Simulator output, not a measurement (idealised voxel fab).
voxel gate over fins: a process module
Square cell edge 5 nm, section width 140 nm, ID cut.
In this document a cross-section is written as a grid of square cells. It is given as a series of bands, listed from the top down, and a band is one or more rows of cells. Heads up on the band format: heights come first, top then bottom, in nm. After that it's the materials left to right, each with its width in nm. A single material flagged "all across" fills the whole band edge to edge, and "empty" means there's empty space there. For the purposes of this specification, 0 denotes the height below which the wafer in its as-received condition is composed wholly of one material, and the lowermost band, lacking a lower limit, extends downward without end, as expressed in "0 and below". Width "30..40": first value at the band's top row of cells, second value at its bottom row, equal change from row to row. The cross-section has no changed cell in any step marked "no alterations made". In "Closed internal cavities" the enclosed voids are listed, meaning empty spaces of 8 cells or larger without any opening to the top. The form is width x height at distance, distance from the left edge, units nm. Formally, on a step line, whatever follows the settings is a remark that the simulator itself makes on the step. If you see "overlay nm" on a step's line and that step has a mask, it's telling you how far right of where it was planned the mask ended up; a negative number means it went left instead.
## Steps planned for the process
1: RECEIVE with material Si
2: CONFORMAL_DEP with material SiN, thk nm 5
3: PATTERN with tone cover, mask id FINS, material resist, width nm 15, pitch nm 40, thk nm 20, overlay nm 0
4: DIRECTIONAL_ETCH with etch materials SiN, depth nm 5
5: DIRECTIONAL_ETCH with etch materials Si, depth nm 40
6: STRIP with etch materials resist
7: FILL_DEP with material SiO2, thk nm 10
8: CMP with height nm 5
9: SELECTIVE_ETCH with etch materials SiO2, depth nm 20
10: STRIP with etch materials SiN
11: CONFORMAL_DEP with material HfO2, thk nm 5
12: CONFORMAL_DEP with material TiN, thk nm 5
13: CONFORMAL_DEP with material TiAl, thk nm 5
14: CONFORMAL_DEP with material TiN, thk nm 5
15: FILL_DEP with material W, thk nm 10
16: CMP with height nm 25
17: CONFORMAL_DEP with material SiCN, thk nm 5
## So this is the incoming wafer in cross-section - it's already been through step 1
	0 and below | Si all across
	Closed internal cavities: none
## End-of-module cross-section of the first of two wafers, processed as planned
	30 down to 25 | SiCN all across
	25 down to 20 | W all across
	20 down to 15 | W 20  TiN 95  W 25
	15 down to 10 | W 20  TiN 5  TiAl 85  TiN 5  W 25
	10 down to 5 | W 20  TiN 5  TiAl 5  TiN 35  TiAl 5  TiN 35  TiAl 5  TiN 5  W 25
	5 down to 0 | TiN 25  TiAl 5  TiN 5  HfO2 25  TiN 5  TiAl 5  TiN 5  HfO2 25  TiN 5  TiAl 5  TiN 30
	0 down to -5 | TiAl 30  TiN 5  HfO2 5  Si 15  HfO2 5  TiN 5  TiAl 5  TiN 5  HfO2 5  Si 15  HfO2 5  TiN 5  TiAl 35
	-5 down to -10 | TiN 35  HfO2 5  Si 15  HfO2 5  TiN 15  HfO2 5  Si 15  HfO2 5  TiN 40
	-10 down to -15 | HfO2 40  Si 15  HfO2 25  Si 15  HfO2 45
	-15 down to -40 | SiO2 40  Si 15  SiO2 25  Si 15  SiO2 45
	-40 and below | Si all across
	Closed internal cavities: none
## Second wafer of the two, sectioned at the end of the module. It began like the first and followed the same plan, but one mistake was made while running it
	30 down to 25 | SiCN all across
	25 down to 20 | W all across
	20 down to 15 | TiN all across
	15 down to 10 | TiAl all across
	10 down to 5 | TiN all across
	5 down to 0 | HfO2 45  TiN 5  HfO2 35  TiN 5  HfO2 50
	0 down to -10 | Si 40  HfO2 5  TiN 5  HfO2 5  Si 25  HfO2 5  TiN 5  HfO2 5  Si 45
	-10 down to -15 | Si 40  HfO2 15  Si 25  HfO2 15  Si 45
	-15 down to -40 | Si 40  SiO2 15  Si 25  SiO2 15  Si 45
	-40 and below | Si all across
	Closed internal cavities: none
Heads up, the wafer didn't run the way we planned it: step 3 ran with different settings than intended, the actual operation and settings being PATTERN with tone open, mask id FINS, material resist, width nm 15, pitch nm 40, thk nm 20, overlay nm 0
Cell-count delta at end, second wafer over first, by material: 128 more of Si; 80 fewer of SiO2; 9 fewer of TiAl; 12 fewer of TiN; 27 fewer of W
